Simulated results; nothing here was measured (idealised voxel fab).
Presented below is a process module, voxel ribs on slabs.
FYI the section here is cut, 150 nm wide, cells are 5 nm squares.
Cross-sections here: square-cell grids, written as top-down lists of bands, a band being one or more rows of cells.
Within each band entry, the heights of the top and of the bottom of the band appear first, in that order and in nm; the materials of the band then follow from left to right, each with its corresponding width in nm. The designation "all across" on a single material indicates that it fills the band from edge to edge; the designation "empty" indicates empty space.
We count height from 0. Below that, the starting wafer is all one material. The lowest band never ends at the bottom but goes on down; see "0 -> down" for how that is written.
A two-number width, for instance "30 to 40", indicates that the width is equal to the first number in the top row of the band and to the second number in the bottom row, and that it changes by a constant amount per row of cells.
For the purposes of this document, the phrase "stayed the same" attached to a step denotes that no cell within the cross-section was modified by that step.
Closed empty spaces (no open way to the top) of 8 cells or more are what "Sealed internal cavities" lists, each as width x height at distance from the left edge, nm for all three.
Step line, after settings: the simulator's comment on this step.
"overlay nm" on a masked step: distance the mask lay right of its planned place, negative for left.
plan
1: RECEIVE (material Si)
2: DIRECTIONAL_DEP (material SiO2; thk nm 20)
3: DIRECTIONAL_DEP (material SiN; thk nm 25)
4: MASKED_ETCH (tone cover; mask id RIB; width nm 25; etch materials SiN; depth nm 15; overlay nm 0)
5: MASKED_ETCH (tone cover; mask id SLAB; width nm 75; etch materials SiN; depth nm 10; overlay nm 0)
6: FILL_DEP (material SiO2; thk nm 15)
7: CMP (height nm 55)
8: DIRECTIONAL_DEP (material W; thk nm 10)
9: DIRECTIONAL_DEP (material aC; thk nm 15)
10: PATTERN (tone cover; mask id HEATER; material resist; width nm 35; thk nm 30; overlay nm 0)
11: DIRECTIONAL_ETCH (etch materials aC; depth nm 15)
12: STRIP (etch materials resist)
13: DIRECTIONAL_ETCH (etch materials W; depth nm 10)
14: STRIP (etch materials aC)
15: CONFORMAL_DEP (material SiO2; thk nm 5)
The first of two wafers, run as planned
Here's what the wafer looked like in cross-section when it arrived - that's after step 1
- 0 -> down | Si all across
- Sealed internal cavities: none
Cross-section of the wafer after step 2
- 20 -> 0 | SiO2 all across
- Lower than 0, everything is as it was.
Cross-section of the wafer after step 3
- 45 -> 20 | SiN all across
- Lower than 20, everything is as it was.
Cross-section of the wafer after step 4
- 45 -> 30 | 60 of empty, then 25 of SiN, then 65 of empty
- Lower than 30, everything is as it was.
Cross-section of the wafer after step 5
- 45 -> 30 | 60 of empty, then 25 of SiN, then 65 of empty
- 30 -> 20 | 35 of empty, then 75 of SiN, then 40 of empty
- Lower than 20, everything is as it was.
Cross-section of the wafer after step 6
- 60 -> 45 | SiO2 all across
- 45 -> 30 | 60 of SiO2, then 25 of SiN, then 65 of SiO2
- 30 -> 20 | 35 of SiO2, then 75 of SiN, then 40 of SiO2
- Lower than 20, everything is as it was.
Cross-section of the wafer after step 7
- 55 -> 45 | SiO2 all across
- Lower than 45, everything is as it was.
Cross-section of the wafer after step 8
- 65 -> 55 | W all across
- Lower than 55, everything is as it was.
Cross-section of the wafer after step 9
- 80 -> 65 | aC all across
- Lower than 65, everything is as it was.
Cross-section of the wafer after step 10
- 110 -> 80 | 55 of empty, then 35 of resist, then 60 of empty
- Lower than 80, everything is as it was.
Cross-section of the wafer after step 11
- 95 -> 80 | 55 of empty, then 35 of resist, then 60 of empty
- 80 -> 65 | 55 of empty, then 35 of aC, then 60 of empty
- Lower than 65, everything is as it was.
Cross-section of the wafer after step 12
- 80 -> 65 | 55 of empty, then 35 of aC, then 60 of empty
- Lower than 65, everything is as it was.
Cross-section of the wafer after step 13
- 80 -> 65 | 55 of empty, then 35 of aC, then 60 of empty
- 65 -> 55 | 55 of empty, then 35 of W, then 60 of empty
- Lower than 55, everything is as it was.
Cross-section of the wafer after step 14
- 65 -> 55 | 55 of empty, then 35 of W, then 60 of empty
- Lower than 55, everything is as it was.
Cross-section of the wafer after step 15
- 70 -> 65 | 50 of empty, then 45 of SiO2, then 55 of empty
- 65 -> 60 | 50 of empty, then 5 of SiO2, then 35 of W, then 5 of SiO2, then 55 of empty
- 60 -> 55 | 55 of SiO2, then 35 of W, then 60 of SiO2
- Lower than 55, everything is as it was.
Okay, second wafer. Nothing different at the start, nothing different in the plan, just one mistake somewhere in the running. As far as step 3, counting that step, it's the first wafer all over again
Cross-section of the second wafer when, according to plan, step 4 should have finished
- 45 -> 30 | 60 of empty, then 30 of SiN, then 60 of empty
- Lower than 30, everything is as it was.
Cross-section of the second wafer when, according to plan, step 5 should have finished
- 45 -> 30 | 60 of empty, then 30 of SiN, then 60 of empty
- 30 -> 20 | 35 of empty, then 75 of SiN, then 40 of empty
- Lower than 20, everything is as it was.
Cross-section of the second wafer when, according to plan, step 6 should have finished
- 60 -> 45 | SiO2 all across
- 45 -> 30 | 60 of SiO2, then 30 of SiN, then 60 of SiO2
- 30 -> 20 | 35 of SiO2, then 75 of SiN, then 40 of SiO2
- Lower than 20, everything is as it was.
Cross-section of the second wafer when, according to plan, step 7 should have finished
- 55 -> 45 | SiO2 all across
- Lower than 45, everything is as it was.
Cross-section of the second wafer when, according to plan, step 8 should have finished
- 65 -> 55 | W all across
- Lower than 55, everything is as it was.
Cross-section of the second wafer when, according to plan, step 9 should have finished
- 80 -> 65 | aC all across
- Lower than 65, everything is as it was.
Cross-section of the second wafer when, according to plan, step 10 should have finished
- 110 -> 80 | 55 of empty, then 35 of resist, then 60 of empty
- Lower than 80, everything is as it was.
Cross-section of the second wafer when, according to plan, step 11 should have finished
- 95 -> 80 | 55 of empty, then 35 of resist, then 60 of empty
- 80 -> 65 | 55 of empty, then 35 of aC, then 60 of empty
- Lower than 65, everything is as it was.
Cross-section of the second wafer when, according to plan, step 12 should have finished
- 80 -> 65 | 55 of empty, then 35 of aC, then 60 of empty
- Lower than 65, everything is as it was.
Cross-section of the second wafer when, according to plan, step 13 should have finished
- 80 -> 65 | 55 of empty, then 35 of aC, then 60 of empty
- 65 -> 55 | 55 of empty, then 35 of W, then 60 of empty
- Lower than 55, everything is as it was.
Cross-section of the second wafer when, according to plan, step 14 should have finished
- 65 -> 55 | 55 of empty, then 35 of W, then 60 of empty
- Lower than 55, everything is as it was.
Cross-section of the second wafer when, according to plan, step 15 should have finished
- 70 -> 65 | 50 of empty, then 45 of SiO2, then 55 of empty
- 65 -> 60 | 50 of empty, then 5 of SiO2, then 35 of W, then 5 of SiO2, then 55 of empty
- 60 -> 55 | 55 of SiO2, then 35 of W, then 60 of SiO2
- Lower than 55, everything is as it was.
What was the processing mistake? step 4 did not use the planned setting and instead ran as MASKED_ETCH (tone cover; mask id RIB; width nm 30; etch materials SiN; depth nm 15; overlay nm 0)
The final cell counts differ between the wafers, with the second having more or fewer of some materials than the first: SiN: 3 more; SiO2: 3 fewer
